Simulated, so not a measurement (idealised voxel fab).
Process module heading - voxel self aligned vias
This is section cut - it's 190 nm across, gridded in 5 nm square cells.
Cross-section layout: square cells on a grid; listed as bands, top to bottom; a band spans one or more cell rows.
Read a band's entry like this: the first values are the height of its top and the height of its bottom in nm, and what follows is the sequence of materials from left to right, each with its width in nm. Note that "air" is empty space, and that a single material marked "full width" reaches across the band from edge to edge.
Heights are reckoned from 0. Under this level, the received wafer is all of one material. The bottommost band is open-ended downward, for example "z 0 and below".
A width given as "30 to 40" starts at the first number in the band's top row and ends at the second number in its bottom row, shifting by an equal amount at every step from row to row.
Where a step carries "same as before", the cross-section came out of it unchanged, cell for cell.
Any empty space of 8 cells or more lacking an open way to the top shows up in "Enclosed cavity list" as width x height at distance, distance from the left edge, in nm.
Formally, on a step line, whatever follows the settings is a remark that the simulator itself makes on the step.
overlay nm: how far to the right of its planned place the mask lay on this masked step (negative: to the left).

## Here's what the planned process steps look like
1 RECEIVE | material Si
2 CONFORMAL_DEP | material SiO2 | thk nm 10
3 CONFORMAL_DEP | material SiCN | thk nm 5
4 DIRECTIONAL_DEP | material lowk | thk nm 20
5 PATTERN | tone open | mask id LINES | material resist | width nm 25 | pitch nm 65 | thk nm 20 | overlay nm 0
6 DIRECTIONAL_ETCH | etch materials lowk | depth nm 20
7 STRIP | etch materials resist
8 CONFORMAL_DEP | material TiN | thk nm 5
9 FILL_DEP | material Ru | thk nm 10
10 CMP | height nm 35
11 SELECTIVE_ETCH | etch materials W Ru TiN | depth nm 5
12 FILL_DEP | material SiN | thk nm 5
13 CMP | height nm 35
14 DIRECTIONAL_DEP | material lowk | thk nm 20
15 MASKED_ETCH | tone open | mask id VIAS | width nm 35 | etch materials lowk | depth nm 20 | overlay nm 0
16 MASKED_ETCH | tone open | mask id VIAS | width nm 35 | etch materials SiN | depth nm 5 | overlay nm 0
17 CONFORMAL_DEP | material TiN | thk nm 5
18 FILL_DEP | material Ru | thk nm 5
19 CMP | height nm 55
20 CONFORMAL_DEP | material SiCN | thk nm 5

## Cross-sectional view of the wafer in its as-received condition, corresponding to the state after step 1
	z 0 and below | Si full width
	Enclosed cavity list: none

## The cross-section shown corresponds to the wafer at the conclusion of the module. The initial structure and the process plan are those presented above; however, one mistake occurred in executing the plan
	z 60 to 55 | SiCN full width
	z 55 to 40 | 40 lowk / 5 TiN / 25 Ru / 5 TiN / 115 lowk
	z 40 to 35 | 40 lowk / 15 TiN / 15 Ru / 5 TiN / 115 lowk
	z 35 to 30 | 50 lowk / 25 TiN / 40 lowk / 25 SiN / 50 lowk
	z 30 to 20 | 50 lowk / 5 TiN / 15 Ru / 5 TiN / 40 lowk / 5 TiN / 15 Ru / 5 TiN / 50 lowk
	z 20 to 15 | 50 lowk / 25 TiN / 40 lowk / 25 TiN / 50 lowk
	z 15 to 10 | SiCN full width
	z 10 to 0 | SiO2 full width
	z 0 and below | Si full width
	Enclosed cavity list: none
Run error: step 15 was run on a setting that differed from the plan, and what really ran there is MASKED_ETCH | tone open | mask id VIAS | width nm 35 | etch materials lowk | depth nm 20 | overlay nm -5
